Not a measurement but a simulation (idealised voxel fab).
Process module in this document: voxel released beams
Xsec cut, 160 nm wide, square cell size 5 nm.
How to read a cross-section here: the picture is a grid of square cells, written as bands going from the top down, and any band can span one or more rows of cells. Basically the band line says how high the top is and how high the bottom is, in nm, and then what's in it from left to right, every material with its width in nm. Empty space shows up as "air", and if a single material carries "throughout" it runs the full band edge to edge. Basically, 0 is our baseline, since under it the wafer straight out of the box is all one material. The bottom band has no lower end and keeps on going down, so it looks like "0 and below". The two numbers in a width such as "30 to 40" mark its ends across the band: the first belongs to the top row of cells, the second to the bottom row, and from each row to the next the width moves by the same amount. Reading "nothing altered" for a step: not a cell of the cross-section changed in it. Closed empty spaces (no open way to the top) of 8 cells or more are what "Internal closed voids" lists, each as width x height at distance from the left edge, nm for all three. Past the settings on a step's line: simulator remark, on that step. On any step carrying a mask, the "overlay nm" setting, if present on the step's line, tells how far right of its planned place the mask lay; negative values point to the left. Each pair below shows a cross-section before one step and the cross-section after it, down to the lowest band that changed. The line under each pair gives the step between them, with its settings. The pairs can come from different runs of this module on the same starting wafer, so a pair continues from the pair above only where its "Before processing step" says so.

-- Before processing step
* 0 and below | Si throughout
* Internal closed voids: none

-- Sectional Result
* 5 down to 0 | Al2O3 throughout
* Lower than 0, everything is as it was.
* Internal closed voids: none
Between before and after, shown above: CONFORMAL_DEP | material Al2O3 | thk nm 5

Before processing step: unchanged from the after cross-section in the pair immediately above; refer to that figure.

-- Sectional Result
* 25 down to 5 | SiO2 throughout
* Lower than 5, everything is as it was.
* Internal closed voids: none
Between before and after, shown above: DIRECTIONAL_DEP | material SiO2 | thk nm 20

Before processing step: unchanged from the after cross-section in the pair immediately above; refer to that figure.

-- Sectional Result
* 35 down to 25 | aC throughout
* Lower than 25, everything is as it was.
* Internal closed voids: none
Between before and after, shown above: DIRECTIONAL_DEP | material aC | thk nm 10

Before processing step: unchanged from the after cross-section in the pair immediately above; refer to that figure.

-- Sectional Result
* 60 down to 35 | 35 of resist; 25 of air; 100 of resist
* Lower than 35, everything is as it was.
* Internal closed voids: none
Between before and after, shown above: PATTERN | tone open | mask id ANCHOR | material resist | width nm 25 | thk nm 25 | overlay nm 0

Before processing step: unchanged from the after cross-section in the pair immediately above; refer to that figure.

-- Sectional Result
* 50 down to 35 | 35 of resist; 25 of air; 100 of resist
* 35 down to 25 | 35 of aC; 25 of air; 100 of aC
* Lower than 25, everything is as it was.
* Internal closed voids: none
Between before and after, shown above: DIRECTIONAL_ETCH | etch materials aC | depth nm 10

Before processing step: unchanged from the after cross-section in the pair immediately above; refer to that figure.

-- Sectional Result
* 35 down to 25 | 35 of aC; 25 of air; 100 of aC
* Lower than 25, everything is as it was.
* Internal closed voids: none
Between before and after, shown above: STRIP | etch materials resist

Before processing step: unchanged from the after cross-section in the pair immediately above; refer to that figure.

-- Sectional Result
* 35 down to 25 | 35 of aC; 25 of air; 100 of aC
* 25 down to 5 | 35 of SiO2; 25 of air; 100 of SiO2
* Lower than 5, everything is as it was.
* Internal closed voids: none
Between before and after, shown above: DIRECTIONAL_ETCH | etch materials SiO2 | depth nm 20

Before processing step: unchanged from the after cross-section in the pair immediately above; refer to that figure.

-- Sectional Result
* 25 down to 5 | 35 of SiO2; 25 of air; 100 of SiO2
* Lower than 5, everything is as it was.
* Internal closed voids: none
Between before and after, shown above: STRIP | etch materials aC

Before processing step: unchanged from the after cross-section in the pair immediately above; refer to that figure.

-- Sectional Result
* 35 down to 25 | 45 of polySi; 5 of air; 110 of polySi
* 25 down to 15 | 35 of SiO2; 10 of polySi; 5 of air; 10 of polySi; 100 of SiO2
* 15 down to 5 | 35 of SiO2; 25 of polySi; 100 of SiO2
* Lower than 5, everything is as it was.
* Internal closed voids: none
Between before and after, shown above: CONFORMAL_DEP | material polySi | thk nm 10

Before processing step: unchanged from the after cross-section in the pair immediately above; refer to that figure.

-- Sectional Result
* 50 down to 35 | 30 of air; 90 of resist; 40 of air
* 35 down to 25 | 45 of polySi; 5 of resist; 110 of polySi
* 25 down to 15 | 35 of SiO2; 10 of polySi; 5 of resist; 10 of polySi; 100 of SiO2
* Lower than 15, everything is as it was.
* Internal closed voids: none
Between before and after, shown above: PATTERN | tone cover | mask id BEAM | material resist | width nm 90 | thk nm 15 | overlay nm 0

Before processing step: unchanged from the after cross-section in the pair immediately above; refer to that figure.

-- Sectional Result
* 50 down to 35 | 30 of air; 90 of resist; 40 of air
* 35 down to 25 | 30 of air; 15 of polySi; 5 of resist; 70 of polySi; 40 of air
* Lower than 25, everything is as it was.
* Internal closed voids: none
Between before and after, shown above: DIRECTIONAL_ETCH | etch materials polySi | depth nm 10

Before processing step: unchanged from the after cross-section in the pair immediately above; refer to that figure.

-- Sectional Result
* 35 down to 25 | 30 of air; 15 of polySi; 5 of air; 70 of polySi; 40 of air
* 25 down to 15 | 35 of SiO2; 10 of polySi; 5 of air; 10 of polySi; 100 of SiO2
* Lower than 15, everything is as it was.
* Internal closed voids: none
Between before and after, shown above: STRIP | etch materials resist

Before processing step: unchanged from the after cross-section in the pair immediately above; refer to that figure.

-- Sectional Result
* 35 down to 25 | 30 of air; 15 of polySi; 5 of air; 70 of polySi; 40 of air
* 25 down to 15 | 35 of air; 10 of polySi; 5 of air; 10 of polySi; 100 of air
* 15 down to 5 | 35 of air; 25 of polySi; 100 of air
* Lower than 5, everything is as it was.
* Internal closed voids: none
Between before and after, shown above: STRIP | etch materials SiO2

-- Before processing step
* 0 and below | Si throughout
* Internal closed voids: none

-- Sectional Result
* 20 down to 0 | SiO2 throughout
* Lower than 0, everything is as it was.
* Internal closed voids: none
Between before and after, shown above: DIRECTIONAL_DEP | material SiO2 | thk nm 20

Before processing step: unchanged from the after cross-section in the pair immediately above; refer to that figure.

-- Sectional Result
* 30 down to 20 | aC throughout
* Lower than 20, everything is as it was.
* Internal closed voids: none
Between before and after, shown above: DIRECTIONAL_DEP | material aC | thk nm 10

Before processing step: unchanged from the after cross-section in the pair immediately above; refer to that figure.

-- Sectional Result
* 55 down to 30 | 35 of resist; 25 of air; 100 of resist
* Lower than 30, everything is as it was.
* Internal closed voids: none
Between before and after, shown above: PATTERN | tone open | mask id ANCHOR | material resist | width nm 25 | thk nm 25 | overlay nm 0

Before processing step: unchanged from the after cross-section in the pair immediately above; refer to that figure.

-- Sectional Result
* 45 down to 30 | 35 of resist; 25 of air; 100 of resist
* 30 down to 20 | 35 of aC; 25 of air; 100 of aC
* Lower than 20, everything is as it was.
* Internal closed voids: none
Between before and after, shown above: DIRECTIONAL_ETCH | etch materials aC | depth nm 10

Before processing step: unchanged from the after cross-section in the pair immediately above; refer to that figure.

-- Sectional Result
* 30 down to 20 | 35 of aC; 25 of air; 100 of aC
* Lower than 20, everything is as it was.
* Internal closed voids: none
Between before and after, shown above: STRIP | etch materials resist

Before processing step: unchanged from the after cross-section in the pair immediately above; refer to that figure.

-- Sectional Result
* 30 down to 20 | 35 of aC; 25 of air; 100 of aC
* 20 down to 0 | 35 of SiO2; 25 of air; 100 of SiO2
* Lower than 0, everything is as it was.
* Internal closed voids: none
Between before and after, shown above: DIRECTIONAL_ETCH | etch materials SiO2 | depth nm 20

Before processing step: unchanged from the after cross-section in the pair immediately above; refer to that figure.

-- Sectional Result
* 20 down to 0 | 35 of SiO2; 25 of air; 100 of SiO2
* Lower than 0, everything is as it was.
* Internal closed voids: none
Between before and after, shown above: STRIP | etch materials aC

Before processing step: unchanged from the after cross-section in the pair immediately above; refer to that figure.

-- Sectional Result
* 30 down to 20 | 45 of polySi; 5 of air; 110 of polySi
* 20 down to 10 | 35 of SiO2; 10 of polySi; 5 of air; 10 of polySi; 100 of SiO2
* 10 down to 0 | 35 of SiO2; 25 of polySi; 100 of SiO2
* Lower than 0, everything is as it was.
* Internal closed voids: none
Between before and after, shown above: CONFORMAL_DEP | material polySi | thk nm 10

Before processing step: unchanged from the after cross-section in the pair immediately above; refer to that figure.

-- Sectional Result
* 45 down to 30 | 30 of air; 90 of resist; 40 of air
* 30 down to 20 | 45 of polySi; 5 of resist; 110 of polySi
* 20 down to 10 | 35 of SiO2; 10 of polySi; 5 of resist; 10 of polySi; 100 of SiO2
* Lower than 10, everything is as it was.
* Internal closed voids: none
Between before and after, shown above: PATTERN | tone cover | mask id BEAM | material resist | width nm 90 | thk nm 15 | overlay nm 0

Before processing step: unchanged from the after cross-section in the pair immediately above; refer to that figure.

-- Sectional Result
* 45 down to 30 | 30 of air; 90 of resist; 40 of air
* 30 down to 20 | 30 of air; 15 of polySi; 5 of resist; 70 of polySi; 40 of air
* Lower than 20, everything is as it was.
* Internal closed voids: none
Between before and after, shown above: DIRECTIONAL_ETCH | etch materials polySi | depth nm 10

Before processing step: unchanged from the after cross-section in the pair immediately above; refer to that figure.

-- Sectional Result
* 30 down to 20 | 30 of air; 15 of polySi; 5 of air; 70 of polySi; 40 of air
* 20 down to 10 | 35 of SiO2; 10 of polySi; 5 of air; 10 of polySi; 100 of SiO2
* Lower than 10, everything is as it was.
* Internal closed voids: none
Between before and after, shown above: STRIP | etch materials resist

Before processing step: unchanged from the after cross-section in the pair immediately above; refer to that figure.

-- Sectional Result
* 30 down to 20 | 30 of air; 15 of polySi; 5 of air; 70 of polySi; 40 of air
* 20 down to 10 | 35 of air; 10 of polySi; 5 of air; 10 of polySi; 100 of air
* 10 down to 0 | 35 of air; 25 of polySi; 100 of air
* Lower than 0, everything is as it was.
* Internal closed voids: none
Between before and after, shown above: STRIP | etch materials SiO2

-- Before processing step
* 20 down to 0 | SiO2 throughout
* 0 and below | Si throughout
* Internal closed voids: none

-- Sectional Result
* 25 down to 20 | Al2O3 throughout
* Lower than 20, everything is as it was.
* Internal closed voids: none
Between before and after, shown above: CONFORMAL_DEP | material Al2O3 | thk nm 5

Before processing step: unchanged from the after cross-section in the pair immediately above; refer to that figure.

-- Sectional Result
* 35 down to 25 | aC throughout
* Lower than 25, everything is as it was.
* Internal closed voids: none
Between before and after, shown above: DIRECTIONAL_DEP | material aC | thk nm 10

Before processing step: unchanged from the after cross-section in the pair immediately above; refer to that figure.

-- Sectional Result
* 60 down to 35 | 35 of resist; 25 of air; 100 of resist
* Lower than 35, everything is as it was.
* Internal closed voids: none
Between before and after, shown above: PATTERN | tone open | mask id ANCHOR | material resist | width nm 25 | thk nm 25 | overlay nm 0

Before processing step: unchanged from the after cross-section in the pair immediately above; refer to that figure.

-- Sectional Result
* 50 down to 35 | 35 of resist; 25 of air; 100 of resist
* 35 down to 25 | 35 of aC; 25 of air; 100 of aC
* Lower than 25, everything is as it was.
* Internal closed voids: none
Between before and after, shown above: DIRECTIONAL_ETCH | etch materials aC | depth nm 10

Before processing step: unchanged from the after cross-section in the pair immediately above; refer to that figure.

-- Sectional Result
* 35 down to 25 | 35 of aC; 25 of air; 100 of aC
* Lower than 25, everything is as it was.
* Internal closed voids: none
Between before and after, shown above: STRIP | etch materials resist

Before processing step: unchanged from the after cross-section in the pair immediately above; refer to that figure.

-- Sectional Result
* 25 down to 20 | Al2O3 throughout
* Lower than 20, everything is as it was.
* Internal closed voids: none
Between before and after, shown above: STRIP | etch materials aC

Before processing step: unchanged from the after cross-section in the pair immediately above; refer to that figure.

-- Sectional Result
* 35 down to 25 | polySi throughout
* Lower than 25, everything is as it was.
* Internal closed voids: none
Between before and after, shown above: CONFORMAL_DEP | material polySi | thk nm 10

Before processing step: unchanged from the after cross-section in the pair immediately above; refer to that figure.

-- Sectional Result
* 50 down to 35 | 30 of air; 90 of resist; 40 of air
* Lower than 35, everything is as it was.
* Internal closed voids: none
Between before and after, shown above: PATTERN | tone cover | mask id BEAM | material resist | width nm 90 | thk nm 15 | overlay nm 0

Before processing step: unchanged from the after cross-section in the pair immediately above; refer to that figure.

-- Sectional Result
* 50 down to 35 | 30 of air; 90 of resist; 40 of air
* 35 down to 25 | 30 of air; 90 of polySi; 40 of air
* Lower than 25, everything is as it was.
* Internal closed voids: none
Between before and after, shown above: DIRECTIONAL_ETCH | etch materials polySi | depth nm 10

Before processing step: unchanged from the after cross-section in the pair immediately above; refer to that figure.

-- Sectional Result
* 35 down to 25 | 30 of air; 90 of polySi; 40 of air
* Lower than 25, everything is as it was.
* Internal closed voids: none
Between before and after, shown above: STRIP | etch materials resist

-- Before processing step
* 25 down to 5 | 35 of SiO2; 25 of air; 100 of SiO2
* 5 down to 0 | Al2O3 throughout
* 0 and below | Si throughout
* Internal closed voids: none

-- Sectional Result
* 30 down to 25 | 40 of polySi; 15 of air; 105 of polySi
* 25 down to 10 | 35 of SiO2; 5 of polySi; 15 of air; 5 of polySi; 100 of SiO2
* 10 down to 5 | 35 of SiO2; 25 of polySi; 100 of SiO2
* Lower than 5, everything is as it was.
* Internal closed voids: none
Between before and after, shown above: CONFORMAL_DEP | material polySi | thk nm 5

Before processing step: unchanged from the after cross-section in the pair immediately above; refer to that figure.

-- Sectional Result
* 45 down to 30 | 30 of air; 90 of resist; 40 of air
* 30 down to 25 | 40 of polySi; 15 of resist; 105 of polySi
* 25 down to 10 | 35 of SiO2; 5 of polySi; 15 of resist; 5 of polySi; 100 of SiO2
* Lower than 10, everything is as it was.
* Internal closed voids: none
Between before and after, shown above: PATTERN | tone cover | mask id BEAM | material resist | width nm 90 | thk nm 15 | overlay nm 0

Before processing step: unchanged from the after cross-section in the pair immediately above; refer to that figure.

-- Sectional Result
* 45 down to 30 | 30 of air; 90 of resist; 40 of air
* 30 down to 25 | 30 of air; 10 of polySi; 15 of resist; 65 of polySi; 40 of air
* Lower than 25, everything is as it was.
* Internal closed voids: none
Between before and after, shown above: DIRECTIONAL_ETCH | etch materials polySi | depth nm 10

Before processing step: unchanged from the after cross-section in the pair immediately above; refer to that figure.

-- Sectional Result
* 30 down to 25 | 30 of air; 10 of polySi; 15 of air; 65 of polySi; 40 of air
* 25 down to 10 | 35 of SiO2; 5 of polySi; 15 of air; 5 of polySi; 100 of SiO2
* Lower than 10, everything is as it was.
* Internal closed voids: none
Between before and after, shown above: STRIP | etch materials resist

Before processing step: unchanged from the after cross-section in the pair immediately above; refer to that figure.

-- Sectional Result
* 30 down to 25 | 30 of air; 10 of polySi; 15 of air; 65 of polySi; 40 of air
* 25 down to 10 | 35 of air; 5 of polySi; 15 of air; 5 of polySi; 100 of air
* 10 down to 5 | 35 of air; 25 of polySi; 100 of air
* Lower than 5, everything is as it was.
* Internal closed voids: none
Between before and after, shown above: STRIP | etch materials SiO2

-- Before processing step
* 35 down to 25 | aC throughout
* 25 down to 5 | SiO2 throughout
* 5 down to 0 | Al2O3 throughout
* 0 and below | Si throughout
* Internal closed voids: none

-- Sectional Result
* 60 down to 35 | 30 of resist; 35 of air; 95 of resist
* Lower than 35, everything is as it was.
* Internal closed voids: none
Between before and after, shown above: PATTERN | tone open | mask id ANCHOR | material resist | width nm 35 | thk nm 25 | overlay nm 0

Before processing step: unchanged from the after cross-section in the pair immediately above; refer to that figure.

-- Sectional Result
* 50 down to 35 | 30 of resist; 35 of air; 95 of resist
* 35 down to 25 | 30 of aC; 35 of air; 95 of aC
* Lower than 25, everything is as it was.
* Internal closed voids: none
Between before and after, shown above: DIRECTIONAL_ETCH | etch materials aC | depth nm 10

Before processing step: unchanged from the after cross-section in the pair immediately above; refer to that figure.

-- Sectional Result
* 35 down to 25 | 30 of aC; 35 of air; 95 of aC
* Lower than 25, everything is as it was.
* Internal closed voids: none
Between before and after, shown above: STRIP | etch materials resist

Before processing step: unchanged from the after cross-section in the pair immediately above; refer to that figure.

-- Sectional Result
* 35 down to 25 | 30 of aC; 35 of air; 95 of aC
* 25 down to 5 | 30 of SiO2; 35 of air; 95 of SiO2
* Lower than 5, everything is as it was.
* Internal closed voids: none
Between before and after, shown above: DIRECTIONAL_ETCH | etch materials SiO2 | depth nm 20

Before processing step: unchanged from the after cross-section in the pair immediately above; refer to that figure.

-- Sectional Result
* 25 down to 5 | 30 of SiO2; 35 of air; 95 of SiO2
* Lower than 5, everything is as it was.
* Internal closed voids: none
Between before and after, shown above: STRIP | etch materials aC

Before processing step: unchanged from the after cross-section in the pair immediately above; refer to that figure.

-- Sectional Result
* 35 down to 25 | 40 of polySi; 15 of air; 105 of polySi
* 25 down to 15 | 30 of SiO2; 10 of polySi; 15 of air; 10 of polySi; 95 of SiO2
* 15 down to 5 | 30 of SiO2; 35 of polySi; 95 of SiO2
* Lower than 5, everything is as it was.
* Internal closed voids: none
Between before and after, shown above: CONFORMAL_DEP | material polySi | thk nm 10

Before processing step: unchanged from the after cross-section in the pair immediately above; refer to that figure.

-- Sectional Result
* 50 down to 35 | 30 of air; 90 of resist; 40 of air
* 35 down to 25 | 40 of polySi; 15 of resist; 105 of polySi
* 25 down to 15 | 30 of SiO2; 10 of polySi; 15 of resist; 10 of polySi; 95 of SiO2
* Lower than 15, everything is as it was.
* Internal closed voids: none
Between before and after, shown above: PATTERN | tone cover | mask id BEAM | material resist | width nm 90 | thk nm 15 | overlay nm 0

Before processing step: unchanged from the after cross-section in the pair immediately above; refer to that figure.

-- Sectional Result
* 50 down to 35 | 30 of air; 90 of resist; 40 of air
* 35 down to 25 | 30 of air; 10 of polySi; 15 of resist; 65 of polySi; 40 of air
* Lower than 25, everything is as it was.
* Internal closed voids: none
Between before and after, shown above: DIRECTIONAL_ETCH | etch materials polySi | depth nm 10

Before processing step: unchanged from the after cross-section in the pair immediately above; refer to that figure.

-- Sectional Result
* 35 down to 25 | 30 of air; 10 of polySi; 15 of air; 65 of polySi; 40 of air
* 25 down to 15 | 30 of SiO2; 10 of polySi; 15 of air; 10 of polySi; 95 of SiO2
* Lower than 15, everything is as it was.
* Internal closed voids: none
Between before and after, shown above: STRIP | etch materials resist

Before processing step: unchanged from the after cross-section in the pair immediately above; refer to that figure.

-- Sectional Result
* 35 down to 25 | 30 of air; 10 of polySi; 15 of air; 65 of polySi; 40 of air
* 25 down to 15 | 30 of air; 10 of polySi; 15 of air; 10 of polySi; 95 of air
* 15 down to 5 | 30 of air; 35 of polySi; 95 of air
* Lower than 5, everything is as it was.
* Internal closed voids: none
Between before and after, shown above: STRIP | etch materials SiO2

-- Before processing step
* 35 down to 25 | 45 of polySi; 5 of air; 110 of polySi
* 25 down to 15 | 35 of SiO2; 10 of polySi; 5 of air; 10 of polySi; 100 of SiO2
* 15 down to 5 | 35 of SiO2; 25 of polySi; 100 of SiO2
* 5 down to 0 | Al2O3 throughout
* 0 and below | Si throughout
* Internal closed voids: none

-- Sectional Result
* 50 down to 35 | 25 of air; 90 of resist; 45 of air
* 35 down to 25 | 45 of polySi; 5 of resist; 110 of polySi
* 25 down to 15 | 35 of SiO2; 10 of polySi; 5 of resist; 10 of polySi; 100 of SiO2
* Lower than 15, everything is as it was.
* Internal closed voids: none
Between before and after, shown above: PATTERN | tone cover | mask id BEAM | material resist | width nm 90 | thk nm 15 | overlay nm -5

Before processing step: unchanged from the after cross-section in the pair immediately above; refer to that figure.

-- Sectional Result
* 50 down to 35 | 25 of air; 90 of resist; 45 of air
* 35 down to 25 | 25 of air; 20 of polySi; 5 of resist; 65 of polySi; 45 of air
* Lower than 25, everything is as it was.
* Internal closed voids: none
Between before and after, shown above: DIRECTIONAL_ETCH | etch materials polySi | depth nm 10

Before processing step: unchanged from the after cross-section in the pair immediately above; refer to that figure.

-- Sectional Result
* 35 down to 25 | 25 of air; 20 of polySi; 5 of air; 65 of polySi; 45 of air
* 25 down to 15 | 35 of SiO2; 10 of polySi; 5 of air; 10 of polySi; 100 of SiO2
* Lower than 15, everything is as it was.
* Internal closed voids: none
Between before and after, shown above: STRIP | etch materials resist

Before processing step: unchanged from the after cross-section in the pair immediately above; refer to that figure.

-- Sectional Result
* 35 down to 25 | 25 of air; 20 of polySi; 5 of air; 65 of polySi; 45 of air
* 25 down to 15 | 35 of air; 10 of polySi; 5 of air; 10 of polySi; 100 of air
* 15 down to 5 | 35 of air; 25 of polySi; 100 of air
* Lower than 5, everything is as it was.
* Internal closed voids: none
Between before and after, shown above: STRIP | etch materials SiO2

-- Before processing step
* 0 and below | Si throughout
* Internal closed voids: none

-- Sectional Result
* 5 down to 0 | SiO2 throughout
* Lower than 0, everything is as it was.
* Internal closed voids: none
Between before and after, shown above: CONFORMAL_DEP | material SiO2 | thk nm 5

Before processing step: unchanged from the after cross-section in the pair immediately above; refer to that figure.

-- Sectional Result
* 25 down to 0 | SiO2 throughout
* Lower than 0, everything is as it was.
* Internal closed voids: none
Between before and after, shown above: DIRECTIONAL_DEP | material SiO2 | thk nm 20

Before processing step: unchanged from the after cross-section in the pair immediately above; refer to that figure.

-- Sectional Result
* 35 down to 25 | aC throughout
* Lower than 25, everything is as it was.
* Internal closed voids: none
Between before and after, shown above: DIRECTIONAL_DEP | material aC | thk nm 10

Before processing step: unchanged from the after cross-section in the pair immediately above; refer to that figure.

-- Sectional Result
* 60 down to 35 | 35 of resist; 25 of air; 100 of resist
* Lower than 35, everything is as it was.
* Internal closed voids: none
Between before and after, shown above: PATTERN | tone open | mask id ANCHOR | material resist | width nm 25 | thk nm 25 | overlay nm 0

Before processing step: unchanged from the after cross-section in the pair immediately above; refer to that figure.

-- Sectional Result
* 50 down to 35 | 35 of resist; 25 of air; 100 of resist
* 35 down to 25 | 35 of aC; 25 of air; 100 of aC
* Lower than 25, everything is as it was.
* Internal closed voids: none
Between before and after, shown above: DIRECTIONAL_ETCH | etch materials aC | depth nm 10

Before processing step: unchanged from the after cross-section in the pair immediately above; refer to that figure.

-- Sectional Result
* 35 down to 25 | 35 of aC; 25 of air; 100 of aC
* Lower than 25, everything is as it was.
* Internal closed voids: none
Between before and after, shown above: STRIP | etch materials resist

Before processing step: unchanged from the after cross-section in the pair immediately above; refer to that figure.

-- Sectional Result
* 35 down to 25 | 35 of aC; 25 of air; 100 of aC
* 25 down to 5 | 35 of SiO2; 25 of air; 100 of SiO2
* Lower than 5, everything is as it was.
* Internal closed voids: none
Between before and after, shown above: DIRECTIONAL_ETCH | etch materials SiO2 | depth nm 20

Before processing step: unchanged from the after cross-section in the pair immediately above; refer to that figure.

-- Sectional Result
* 25 down to 5 | 35 of SiO2; 25 of air; 100 of SiO2
* Lower than 5, everything is as it was.
* Internal closed voids: none
Between before and after, shown above: STRIP | etch materials aC

Before processing step: unchanged from the after cross-section in the pair immediately above; refer to that figure.

-- Sectional Result
* 35 down to 25 | 45 of polySi; 5 of air; 110 of polySi
* 25 down to 15 | 35 of SiO2; 10 of polySi; 5 of air; 10 of polySi; 100 of SiO2
* 15 down to 5 | 35 of SiO2; 25 of polySi; 100 of SiO2
* Lower than 5, everything is as it was.
* Internal closed voids: none
Between before and after, shown above: CONFORMAL_DEP | material polySi | thk nm 10

Before processing step: unchanged from the after cross-section in the pair immediately above; refer to that figure.

-- Sectional Result
* 50 down to 35 | 30 of air; 90 of resist; 40 of air
* 35 down to 25 | 45 of polySi; 5 of resist; 110 of polySi
* 25 down to 15 | 35 of SiO2; 10 of polySi; 5 of resist; 10 of polySi; 100 of SiO2
* Lower than 15, everything is as it was.
* Internal closed voids: none
Between before and after, shown above: PATTERN | tone cover | mask id BEAM | material resist | width nm 90 | thk nm 15 | overlay nm 0

Before processing step: unchanged from the after cross-section in the pair immediately above; refer to that figure.

-- Sectional Result
* 50 down to 35 | 30 of air; 90 of resist; 40 of air
* 35 down to 25 | 30 of air; 15 of polySi; 5 of resist; 70 of polySi; 40 of air
* Lower than 25, everything is as it was.
* Internal closed voids: none
Between before and after, shown above: DIRECTIONAL_ETCH | etch materials polySi | depth nm 10

Before processing step: unchanged from the after cross-section in the pair immediately above; refer to that figure.

-- Sectional Result
* 35 down to 25 | 30 of air; 15 of polySi; 5 of air; 70 of polySi; 40 of air
* 25 down to 15 | 35 of SiO2; 10 of polySi; 5 of air; 10 of polySi; 100 of SiO2
* Lower than 15, everything is as it was.
* Internal closed voids: none
Between before and after, shown above: STRIP | etch materials resist

Before processing step: unchanged from the after cross-section in the pair immediately above; refer to that figure.

-- Sectional Result
* 0 and below | Si throughout
* Internal closed voids: none
Between before and after, shown above: STRIP | etch materials SiO2

-- Before processing step
* 35 down to 25 | aC throughout
* 25 down to 5 | SiO2 throughout
* 5 down to 0 | Al2O3 throughout
* 0 and below | Si throughout
* Internal closed voids: none

-- Sectional Result
* 60 down to 35 | 35 of air; 25 of resist; 100 of air
* Lower than 35, everything is as it was.
* Internal closed voids: none
Between before and after, shown above: PATTERN | tone cover | mask id ANCHOR | material resist | width nm 25 | thk nm 25 | overlay nm 0

Before processing step: unchanged from the after cross-section in the pair immediately above; refer to that figure.

-- Sectional Result
* 50 down to 35 | 35 of air; 25 of resist; 100 of air
* 35 down to 25 | 35 of air; 25 of aC; 100 of air
* Lower than 25, everything is as it was.
* Internal closed voids: none
Between before and after, shown above: DIRECTIONAL_ETCH | etch materials aC | depth nm 10

Before processing step: unchanged from the after cross-section in the pair immediately above; refer to that figure.

-- Sectional Result
* 35 down to 25 | 35 of air; 25 of aC; 100 of air
* Lower than 25, everything is as it was.
* Internal closed voids: none
Between before and after, shown above: STRIP | etch materials resist

Before processing step: unchanged from the after cross-section in the pair immediately above; refer to that figure.

-- Sectional Result
* 35 down to 25 | 35 of air; 25 of aC; 100 of air
* 25 down to 5 | 35 of air; 25 of SiO2; 100 of air
* Lower than 5, everything is as it was.
* Internal closed voids: none
Between before and after, shown above: DIRECTIONAL_ETCH | etch materials SiO2 | depth nm 20

Before processing step: unchanged from the after cross-section in the pair immediately above; refer to that figure.

-- Sectional Result
* 25 down to 5 | 35 of air; 25 of SiO2; 100 of air
* Lower than 5, everything is as it was.
* Internal closed voids: none
Between before and after, shown above: STRIP | etch materials aC

Before processing step: unchanged from the after cross-section in the pair immediately above; refer to that figure.

-- Sectional Result
* 35 down to 25 | 25 of air; 45 of polySi; 90 of air
* 25 down to 15 | 25 of air; 10 of polySi; 25 of SiO2; 10 of polySi; 90 of air
* 15 down to 5 | 35 of polySi; 25 of SiO2; 100 of polySi
* Lower than 5, everything is as it was.
* Internal closed voids: none
Between before and after, shown above: CONFORMAL_DEP | material polySi | thk nm 10

Before processing step: unchanged from the after cross-section in the pair immediately above; refer to that figure.

-- Sectional Result
* 50 down to 35 | 30 of air; 90 of resist; 40 of air
* 35 down to 25 | 25 of air; 45 of polySi; 50 of resist; 40 of air
* 25 down to 15 | 25 of air; 10 of polySi; 25 of SiO2; 10 of polySi; 50 of resist; 40 of air
* Lower than 15, everything is as it was.
* Internal closed voids: none
Between before and after, shown above: PATTERN | tone cover | mask id BEAM | material resist | width nm 90 | thk nm 15 | overlay nm 0

Before processing step: unchanged from the after cross-section in the pair immediately above; refer to that figure.

-- Sectional Result
* 50 down to 35 | 30 of air; 90 of resist; 40 of air
* 35 down to 25 | 30 of air; 40 of polySi; 50 of resist; 40 of air
* 25 down to 15 | 25 of air; 10 of polySi; 25 of SiO2; 10 of polySi; 50 of resist; 40 of air
* 15 down to 5 | 25 of air; 10 of polySi; 25 of SiO2; 60 of polySi; 40 of air
* Lower than 5, everything is as it was.
* Internal closed voids: none
Between before and after, shown above: DIRECTIONAL_ETCH | etch materials polySi | depth nm 10

Before processing step: unchanged from the after cross-section in the pair immediately above; refer to that figure.

-- Sectional Result
* 35 down to 25 | 30 of air; 40 of polySi; 90 of air
* 25 down to 15 | 25 of air; 10 of polySi; 25 of SiO2; 10 of polySi; 90 of air
* Lower than 15, everything is as it was.
* Internal closed voids: none
Between before and after, shown above: STRIP | etch materials resist
